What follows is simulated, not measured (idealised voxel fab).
process module | voxel self aligned vias
cross-section cut | 190 nm wide | cells 5 nm
A cross-section is a grid of square cells, given in bands from the top down. A band is one or more rows of cells.
Each band's line starts with the height of the band's top and of its bottom, in nm. Then come its materials from left to right, each with its width in nm. One material with "throughout" fills the band from edge to edge. "air" is empty space.
Height 0 is the level under which the wafer as received is all one material. The lowest band goes on downwards, as in "0 down".
A width such as "30 to 40" changes by the same amount from each row of cells to the next, from the band's top row to its bottom row.
"no change" after a step means that no cell of the cross-section changed.
closed voids: empty space of 8 cells or more with no open way to the top, each as width x height at its distance from the left edge, in nm
after a step's settings: what the simulator itself notes on the step
overlay nm, on a step with a mask: how far to the right of its planned place the mask lay; to the left if negative
plan
1 op RECEIVE | material Si
2 op CONFORMAL_DEP | material SiO2 | thk nm 15
3 op CONFORMAL_DEP | material SiCN | thk nm 5
4 op DIRECTIONAL_DEP | material SiO2 | thk nm 30
5 op DIRECTIONAL_DEP | material aC | thk nm 10
6 op PATTERN | tone open | mask id LINES | material resist | width nm 25 | pitch nm 75 | thk nm 30 | overlay nm 0
7 op DIRECTIONAL_ETCH | etch materials aC | depth nm 10
8 op STRIP | etch materials resist
9 op DIRECTIONAL_ETCH | etch materials SiO2 | depth nm 30
10 op STRIP | etch materials aC
11 op CONFORMAL_DEP | material TiN | thk nm 5
12 op FILL_DEP | material W | thk nm 10
13 op CMP | height nm 50
14 op SELECTIVE_ETCH | etch materials W Ru TiN | depth nm 5
15 op FILL_DEP | material SiN | thk nm 5
16 op CMP | height nm 50
17 op DIRECTIONAL_DEP | material SiO2 | thk nm 20
18 op MASKED_ETCH | tone open | mask id VIAS | width nm 45 | pitch nm 75 | etch materials SiO2 | depth nm 20 | overlay nm 0
19 op MASKED_ETCH | tone open | mask id VIAS | width nm 45 | pitch nm 75 | etch materials SiN | depth nm 5 | overlay nm 0
20 op CONFORMAL_DEP | material TiN | thk nm 5
21 op FILL_DEP | material W | thk nm 5
22 op CMP | height nm 70
23 op CONFORMAL_DEP | material SiCN | thk nm 5
first wafer, as planned
as received, after step 1
  0 down: Si throughout
  closed voids: none
after step 2
  15 to 0: SiO2 throughout
  below 0: unchanged
after step 3
  20 to 15: SiCN throughout
  below 15: unchanged
after step 4
  50 to 20: SiO2 throughout
  below 20: unchanged
after step 5
  60 to 50: aC throughout
  below 50: unchanged
after step 6
  90 to 60: resist 45 | air 25 | resist 50 | air 25 | resist 45
  below 60: unchanged
after step 7
  80 to 60: resist 45 | air 25 | resist 50 | air 25 | resist 45
  60 to 50: aC 45 | air 25 | aC 50 | air 25 | aC 45
  below 50: unchanged
after step 8
  60 to 50: aC 45 | air 25 | aC 50 | air 25 | aC 45
  below 50: unchanged
after step 9
  60 to 50: aC 45 | air 25 | aC 50 | air 25 | aC 45
  50 to 20: SiO2 45 | air 25 | SiO2 50 | air 25 | SiO2 45
  below 20: unchanged
after step 10
  50 to 20: SiO2 45 | air 25 | SiO2 50 | air 25 | SiO2 45
  below 20: unchanged
after step 11
  55 to 50: TiN 50 | air 15 | TiN 60 | air 15 | TiN 50
  50 to 25: SiO2 45 | TiN 5 | air 15 | TiN 5 | SiO2 50 | TiN 5 | air 15 | TiN 5 | SiO2 45
  25 to 20: SiO2 45 | TiN 25 | SiO2 50 | TiN 25 | SiO2 45
  below 20: unchanged
after step 12
  65 to 55: W throughout
  55 to 50: TiN 50 | W 15 | TiN 60 | W 15 | TiN 50
  50 to 25: SiO2 45 | TiN 5 | W 15 | TiN 5 | SiO2 50 | TiN 5 | W 15 | TiN 5 | SiO2 45
  below 25: unchanged
after step 13
  50 to 25: SiO2 45 | TiN 5 | W 15 | TiN 5 | SiO2 50 | TiN 5 | W 15 | TiN 5 | SiO2 45
  below 25: unchanged
after step 14
  50 to 45: SiO2 45 | air 25 | SiO2 50 | air 25 | SiO2 45
  below 45: unchanged
after step 15
  55 to 50: SiN throughout
  50 to 45: SiO2 45 | SiN 25 | SiO2 50 | SiN 25 | SiO2 45
  below 45: unchanged
after step 16
  50 to 45: SiO2 45 | SiN 25 | SiO2 50 | SiN 25 | SiO2 45
  below 45: unchanged
after step 17
  70 to 50: SiO2 throughout
  below 50: unchanged
after step 18
  70 to 50: SiO2 35 | air 45 | SiO2 30 | air 45 | SiO2 35
  below 50: unchanged
after step 19
  70 to 50: SiO2 35 | air 45 | SiO2 30 | air 45 | SiO2 35
  50 to 45: SiO2 45 | air 25 | SiO2 50 | air 25 | SiO2 45
  below 45: unchanged
after step 20
  75 to 70: TiN 40 | air 35 | TiN 40 | air 35 | TiN 40
  70 to 55: SiO2 35 | TiN 5 | air 35 | TiN 5 | SiO2 30 | TiN 5 | air 35 | TiN 5 | SiO2 35
  55 to 50: SiO2 35 | TiN 15 | air 15 | TiN 15 | SiO2 30 | TiN 15 | air 15 | TiN 15 | SiO2 35
  50 to 45: SiO2 45 | TiN 25 | SiO2 50 | TiN 25 | SiO2 45
  below 45: unchanged
after step 21
  80 to 75: W throughout
  75 to 70: TiN 40 | W 35 | TiN 40 | W 35 | TiN 40
  70 to 55: SiO2 35 | TiN 5 | W 35 | TiN 5 | SiO2 30 | TiN 5 | W 35 | TiN 5 | SiO2 35
  55 to 50: SiO2 35 | TiN 15 | W 15 | TiN 15 | SiO2 30 | TiN 15 | W 15 | TiN 15 | SiO2 35
  below 50: unchanged
after step 22
  70 to 55: SiO2 35 | TiN 5 | W 35 | TiN 5 | SiO2 30 | TiN 5 | W 35 | TiN 5 | SiO2 35
  below 55: unchanged
after step 23
  75 to 70: SiCN throughout
  below 70: unchanged
second wafer: like start, like plan, one mistake. Through step 12 it matches the first wafer
when step 13 should have ended
  45 to 25: SiO2 45 | TiN 5 | W 15 | TiN 5 | SiO2 50 | TiN 5 | W 15 | TiN 5 | SiO2 45
  below 25: unchanged
when step 14 should have ended
  45 to 40: SiO2 45 | air 25 | SiO2 50 | air 25 | SiO2 45
  below 40: unchanged
when step 15 should have ended
  50 to 45: SiN throughout
  45 to 40: SiO2 45 | SiN 25 | SiO2 50 | SiN 25 | SiO2 45
  below 40: unchanged
when step 16 should have ended: no change
when step 17 should have ended
  70 to 50: SiO2 throughout
  below 50: unchanged
when step 18 should have ended
  70 to 50: SiO2 35 | air 45 | SiO2 30 | air 45 | SiO2 35
  below 50: unchanged
when step 19 should have ended
  70 to 50: SiO2 35 | air 45 | SiO2 30 | air 45 | SiO2 35
  50 to 45: SiN 35 | air 45 | SiN 30 | air 45 | SiN 35
  below 45: unchanged
when step 20 should have ended
  75 to 70: TiN 40 | air 35 | TiN 40 | air 35 | TiN 40
  70 to 50: SiO2 35 | TiN 5 | air 35 | TiN 5 | SiO2 30 | TiN 5 | air 35 | TiN 5 | SiO2 35
  50 to 45: SiN 35 | TiN 45 | SiN 30 | TiN 45 | SiN 35
  below 45: unchanged
when step 21 should have ended
  80 to 75: W throughout
  75 to 70: TiN 40 | W 35 | TiN 40 | W 35 | TiN 40
  70 to 50: SiO2 35 | TiN 5 | W 35 | TiN 5 | SiO2 30 | TiN 5 | W 35 | TiN 5 | SiO2 35
  below 50: unchanged
when step 22 should have ended
  70 to 50: SiO2 35 | TiN 5 | W 35 | TiN 5 | SiO2 30 | TiN 5 | W 35 | TiN 5 | SiO2 35
  below 50: unchanged
when step 23 should have ended
  75 to 70: SiCN throughout
  below 70: unchanged
what went wrong: step 13 ran as: op CMP | height nm 45
at the end the second wafer has, in cells: 30 more of SiN | 28 fewer of SiO2 | 4 fewer of TiN | 2 more of W
